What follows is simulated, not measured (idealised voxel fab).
process module | voxel double patterning
cross-section cut | 180 nm wide | cells 5 nm
A cross-section is a grid of square cells, given in bands from the top down. A band is one or more rows of cells.
Each band's line starts with the height of the band's top and of its bottom, in nm. Then come its materials from left to right, each with its width in nm. One material with "throughout" fills the band from edge to edge. "air" is empty space.
Height 0 is the level under which the wafer as received is all one material. The lowest band goes on downwards, as in "0 down".
A width such as "30 to 40" changes by the same amount from each row of cells to the next, from the band's top row to its bottom row.
"no change" after a step means that no cell of the cross-section changed.
closed voids: empty space of 8 cells or more with no open way to the top, each as width x height at its distance from the left edge, in nm
after a step's settings: what the simulator itself notes on the step
overlay nm, on a step with a mask: how far to the right of its planned place the mask lay; to the left if negative
plan
1 op RECEIVE | material Si
2 op CONFORMAL_DEP | material SiO2 | thk nm 10
3 op DIRECTIONAL_DEP | material polySi | thk nm 10
4 op DIRECTIONAL_DEP | material SiN | thk nm 10
5 op MASKED_ETCH | tone open | mask id FIRST | width nm 15 | pitch nm 50 | etch materials SiN | depth nm 10 | overlay nm 0
6 op DIRECTIONAL_DEP | material aC | thk nm 15
7 op PATTERN | tone open | mask id SECOND | material resist | width nm 15 | thk nm 35 | overlay nm 0
8 op DIRECTIONAL_ETCH | etch materials aC | depth nm 15
9 op STRIP | etch materials resist
10 op DIRECTIONAL_ETCH | etch materials SiN | depth nm 10
11 op STRIP | etch materials aC
12 op DIRECTIONAL_ETCH | etch materials polySi | depth nm 10
13 op STRIP | etch materials SiN
first wafer, as planned
as received, after step 1
  0 down: Si throughout
  closed voids: none
after step 2
  10 to 0: SiO2 throughout
  below 0: unchanged
after step 3
  20 to 10: polySi throughout
  below 10: unchanged
after step 4
  30 to 20: SiN throughout
  below 20: unchanged
after step 5
  30 to 20: SiN 55 | air 15 | SiN 35 | air 15 | SiN 60
  below 20: unchanged
after step 6
  45 to 35: aC 55 | air 15 | aC 35 | air 15 | aC 60
  35 to 30: aC throughout
  30 to 20: SiN 55 | aC 15 | SiN 35 | aC 15 | SiN 60
  below 20: unchanged
after step 7
  80 to 45: resist 80 | air 15 | resist 85
  45 to 35: aC 55 | resist 15 | aC 35 | resist 15 | aC 60
  below 35: unchanged
after step 8
  65 to 45: resist 80 | air 15 | resist 85
  45 to 35: aC 55 | resist 15 | aC 10 | air 15 | aC 10 | resist 15 | aC 60
  35 to 30: aC 80 | air 15 | aC 85
  below 30: unchanged
after step 9
  45 to 35: aC 55 | air 15 | aC 10 | air 15 | aC 10 | air 15 | aC 60
  below 35: unchanged
after step 10
  45 to 35: aC 55 | air 15 | aC 10 | air 15 | aC 10 | air 15 | aC 60
  35 to 30: aC 80 | air 15 | aC 85
  30 to 20: SiN 55 | aC 15 | SiN 10 | air 15 | SiN 10 | aC 15 | SiN 60
  below 20: unchanged
after step 11
  30 to 20: SiN 55 | air 15 | SiN 10 | air 15 | SiN 10 | air 15 | SiN 60
  below 20: unchanged
after step 12
  30 to 20: SiN 55 | air 15 | SiN 10 | air 15 | SiN 10 | air 15 | SiN 60
  20 to 10: polySi 55 | air 15 | polySi 10 | air 15 | polySi 10 | air 15 | polySi 60
  below 10: unchanged
after step 13
  20 to 10: polySi 55 | air 15 | polySi 10 | air 15 | polySi 10 | air 15 | polySi 60
  below 10: unchanged
second wafer: like start, like plan, one mistake. Through step 1 it matches the first wafer
when step 2 should have ended: no change
when step 3 should have ended
  10 to 0: polySi throughout
  below 0: unchanged
when step 4 should have ended
  20 to 10: SiN throughout
  below 10: unchanged
when step 5 should have ended
  20 to 10: SiN 55 | air 15 | SiN 35 | air 15 | SiN 60
  below 10: unchanged
when step 6 should have ended
  35 to 25: aC 55 | air 15 | aC 35 | air 15 | aC 60
  25 to 20: aC throughout
  20 to 10: SiN 55 | aC 15 | SiN 35 | aC 15 | SiN 60
  below 10: unchanged
when step 7 should have ended
  70 to 35: resist 80 | air 15 | resist 85
  35 to 25: aC 55 | resist 15 | aC 35 | resist 15 | aC 60
  below 25: unchanged
when step 8 should have ended
  55 to 35: resist 80 | air 15 | resist 85
  35 to 25: aC 55 | resist 15 | aC 10 | air 15 | aC 10 | resist 15 | aC 60
  25 to 20: aC 80 | air 15 | aC 85
  below 20: unchanged
when step 9 should have ended
  35 to 25: aC 55 | air 15 | aC 10 | air 15 | aC 10 | air 15 | aC 60
  below 25: unchanged
when step 10 should have ended
  35 to 25: aC 55 | air 15 | aC 10 | air 15 | aC 10 | air 15 | aC 60
  25 to 20: aC 80 | air 15 | aC 85
  20 to 10: SiN 55 | aC 15 | SiN 10 | air 15 | SiN 10 | aC 15 | SiN 60
  below 10: unchanged
when step 11 should have ended
  20 to 10: SiN 55 | air 15 | SiN 10 | air 15 | SiN 10 | air 15 | SiN 60
  below 10: unchanged
when step 12 should have ended
  20 to 10: SiN 55 | air 15 | SiN 10 | air 15 | SiN 10 | air 15 | SiN 60
  10 to 0: polySi 55 | air 15 | polySi 10 | air 15 | polySi 10 | air 15 | polySi 60
  below 0: unchanged
when step 13 should have ended
  10 to 0: polySi 55 | air 15 | polySi 10 | air 15 | polySi 10 | air 15 | polySi 60
  below 0: unchanged
what went wrong: step 2 was left out
at the end the second wafer has, in cells: 72 fewer of SiO2
